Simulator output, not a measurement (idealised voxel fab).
Process module heading - voxel quadruple lines
Section cut is 265 nm wide and gridded with 5 nm square cells.
Bands, listed from the top down, are how a cross-section gets written in this document; the cross-section itself is a grid of square cells, and a band is one or more rows of them. The band entry comprises the height of the band's top followed by the height of its bottom, expressed in nm, and subsequently the band's materials from left to right, each stated together with its width in nm. Where a single material is marked with the word "everywhere", that material fills the band from edge to edge. The word "air" represents empty space. Heads up on the height convention: 0 is the point under which the incoming wafer is all one material, and the lowest band has no bottom, it just keeps going down, like "0 and below". A width such as "30..40" changes by the same amount from each row of cells to the next, from the band's top row to its bottom row. "everything unchanged" means the step left every cell of the cross-section as it was. Closed-off voids of 8+ cells (no open route to the top) go in "Closed void listing", written width x height at distance from the left edge, in nm. What comes after the settings on a step's line is commentary from the simulator itself on that step. "overlay nm", when on a step's line for a step with a mask, measures how far to the right of its planned place the mask lay; a negative measure means to the left.
The process steps that were planned are listed below:
1,RECEIVE | material Si
2,CONFORMAL_DEP | material Al2O3 | thk nm 5
3,DIRECTIONAL_DEP | material Ru | thk nm 15
4,DIRECTIONAL_DEP | material polySi | thk nm 20
5,DIRECTIONAL_DEP | material aC | thk nm 20
6,PATTERN | tone cover | mask id MANDREL | material resist | width nm 20 | thk nm 25 | overlay nm 0
7,DIRECTIONAL_ETCH | etch materials aC | depth nm 20
8,STRIP | etch materials resist
9,CONFORMAL_DEP | material SiO2 | thk nm 10
10,DIRECTIONAL_ETCH | etch materials SiO2 | depth nm 10
11,STRIP | etch materials aC
12,DIRECTIONAL_ETCH | etch materials polySi | depth nm 20
13,STRIP | etch materials SiO2
14,CONFORMAL_DEP | material SiN | thk nm 5
15,DIRECTIONAL_ETCH | etch materials SiN | depth nm 5
16,STRIP | etch materials polySi
17,DIRECTIONAL_ETCH | etch materials Ru | depth nm 15
18,STRIP | etch materials SiN
So this is the incoming wafer in cross-section - it's already been through step 1:
* 0 and below: Si everywhere
* Closed void listing: none
Cross-section, first of two wafers, end of module, run as planned:
* 20 down to 5: 105 of air, then 5 of Ru, then 10 of air, then 5 of Ru, then 10 of air, then 5 of Ru, then 10 of air, then 5 of Ru, then 110 of air
* 5 down to 0: Al2O3 everywhere
* 0 and below: Si everywhere
* Closed void listing: none
Wafer two, end of module, cross-section. Same start, same plan as wafer one. One mistake in the run:
* 35 down to 20: 105 of air, then 5 of Ru, then 10 of air, then 5 of Ru, then 10 of air, then 5 of Ru, then 10 of air, then 5 of Ru, then 110 of air
* 20 down to 5: Ru everywhere
* 5 down to 0: Al2O3 everywhere
* 0 and below: Si everywhere
* Closed void listing: none
Short version of what went wrong: twice over, step 3 of the plan was run
Final cells, second wafer relative to first, materials higher or lower: Ru +159
